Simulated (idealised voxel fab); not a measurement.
This section sets out a process module, namely voxel capacitor over wiring.
It is cross-section cut that appears here, measuring 170 nm in width, its square cells being 5 nm in size.
Heads up, the way a cross-section reads in here is a grid of square cells, handed over as bands from the top down, with every band being one or more rows of cells.
A band entry consists of two parts. The first gives the height of the band's top and the height of its bottom, in nm. The rest lists the band's materials from left to right, each with its width in nm. A single material labelled with the word "full width" fills the band from edge to edge, and the word "empty" marks empty space.
Zero point of the height axis is 0; under it, received wafer = one material. Lowest band: continues down indefinitely, "0 -> down".
Graded width ("30->40"): value in top row of band = first number; value in bottom row = second number; row-to-row change constant.
Any step labelled "remained the same" changed none of the cells in the cross-section.
Entry "Fully enclosed voids". Content: empty spaces with no open connection to the top, size 8 cells or greater. Each: width x height at distance. Distance: from left edge. Unit: nm.
Anything after a step's settings on that line? It's the simulator's own note about the step.
You can add "overlay nm" to a step's line. For a step with a mask, it describes how far the mask lay to the right of its planned position, and a negative number describes a lay to the left.

## These are the steps we planned for the process
1: RECEIVE (material Si)
2: CONFORMAL_DEP (material SiO2; thk nm 15)
3: DIRECTIONAL_DEP (material TiN; thk nm 5)
4: DIRECTIONAL_DEP (material W; thk nm 20)
5: PATTERN (tone cover; mask id METAL_1; material resist; width nm 20; pitch nm 75; thk nm 15; overlay nm 0)
6: DIRECTIONAL_ETCH (etch materials W; depth nm 20)
7: DIRECTIONAL_ETCH (etch materials TiN; depth nm 5)
8: STRIP (etch materials resist)
9: CONFORMAL_DEP (material SiCN; thk nm 5)
10: FILL_DEP (material lowk; thk nm 10)
11: CMP (height nm 40)
12: CONFORMAL_DEP (material SiCN; thk nm 5)
13: DIRECTIONAL_DEP (material lowk; thk nm 20)
14: MASKED_ETCH (tone open; mask id PLUG_1; width nm 15; etch materials lowk; depth nm 20; overlay nm 0)
15: MASKED_ETCH (tone open; mask id PLUG_1; width nm 15; etch materials SiCN; depth nm 5; overlay nm 0)
16: EPI (material Ru; thk nm 10)
17: EPI (material Ru; thk nm 10)
18: EPI (material Ru; thk nm 5)
19: DIRECTIONAL_DEP (material TiN; thk nm 10)
20: DIRECTIONAL_DEP (material SiN; thk nm 5)
21: DIRECTIONAL_DEP (material TiN; thk nm 5)
22: DIRECTIONAL_DEP (material aC; thk nm 15)
23: PATTERN (tone cover; mask id UPPER_PLATE; material resist; width nm 60; thk nm 30; overlay nm 0)
24: DIRECTIONAL_ETCH (etch materials aC; depth nm 15)
25: STRIP (etch materials resist)
26: DIRECTIONAL_ETCH (etch materials TiN; depth nm 5)
27: DIRECTIONAL_ETCH (etch materials SiN; depth nm 5)
28: STRIP (etch materials aC)
29: DIRECTIONAL_DEP (material aC; thk nm 15)
30: PATTERN (tone cover; mask id LOWER_PLATE; material resist; width nm 70; thk nm 30; overlay nm 0)
31: DIRECTIONAL_ETCH (etch materials aC; depth nm 15)
32: STRIP (etch materials resist)
33: DIRECTIONAL_ETCH (etch materials TiN; depth nm 10)
34: STRIP (etch materials aC)
35: FILL_DEP (material SiO2; thk nm 20)
36: CMP (height nm 100)
37: MASKED_ETCH (tone open; mask id PLUG_2; width nm 15; etch materials SiO2; depth nm 15; overlay nm 0)
38: CONFORMAL_DEP (material TiN; thk nm 5)
39: FILL_DEP (material W; thk nm 5)
40: CMP (height nm 100)
41: CONFORMAL_DEP (material SiCN; thk nm 5)

## Incoming wafer in cross-section (state: after step 1)
	0 -> down: Si full width
	Fully enclosed voids: none

## The first of the two wafers as seen in cross-section once the module was finished; processing followed the plan
	105 -> 100: SiCN full width
	100 -> 90: 50 of SiO2, then 5 of TiN, then 5 of W, then 5 of TiN, then 105 of SiO2
	90 -> 80: 50->40 of SiO2, then 15->60 of TiN, then 105->70 of SiO2
	80 -> 75: 40 of SiO2, then 60 of SiN, then 70 of SiO2
	75 -> 65: 35 of SiO2, then 70 of TiN, then 65 of SiO2
	65 -> 45: 40 of lowk, then 15 of Ru, then 115 of lowk
	45 -> 40: 40 of SiCN, then 15 of Ru, then 115 of SiCN
	40 -> 20: 30 of lowk, then 5 of SiCN, then 20 of W, then 5 of SiCN, then 45 of lowk, then 5 of SiCN, then 20 of W, then 5 of SiCN, then 35 of lowk
	20 -> 15: 35 of SiCN, then 20 of TiN, then 55 of SiCN, then 20 of TiN, then 40 of SiCN
	15 -> 0: SiO2 full width
	0 -> down: Si full width
	Fully enclosed voids: none

## Now the second wafer, cross-sectioned at the end of the module. Nothing different at the start, nothing different in the plan compared with the first, just one mistake when it was actually run
	105 -> 100: SiCN full width
	100 -> 90: 50 of SiO2, then 5 of TiN, then 5 of W, then 5 of TiN, then 105 of SiO2
	90 -> 80: 50->40 of SiO2, then 15->60 of TiN, then 105->70 of SiO2
	80 -> 75: 40 of SiO2, then 60 of SiN, then 70 of SiO2
	75 -> 65: 35 of SiO2, then 70 of TiN, then 65 of SiO2
	65 -> 45: 40 of lowk, then 15 of Ru, then 115 of lowk
	45 -> 40: 40 of SiCN, then 15 of Ru, then 115 of SiCN
	40 -> 35: 35 of SiCN, then 20 of TiN, then 55 of SiCN, then 20 of TiN, then 40 of SiCN
	35 -> 15: W full width
	15 -> 0: SiO2 full width
	0 -> down: Si full width
	Fully enclosed voids: none
Plan not followed: order of steps 3 and 4 inverted relative to the plan
Count the cells at the end and the second wafer has more or fewer of some materials than the first: -16 SiCN, +104 W, -88 lowk
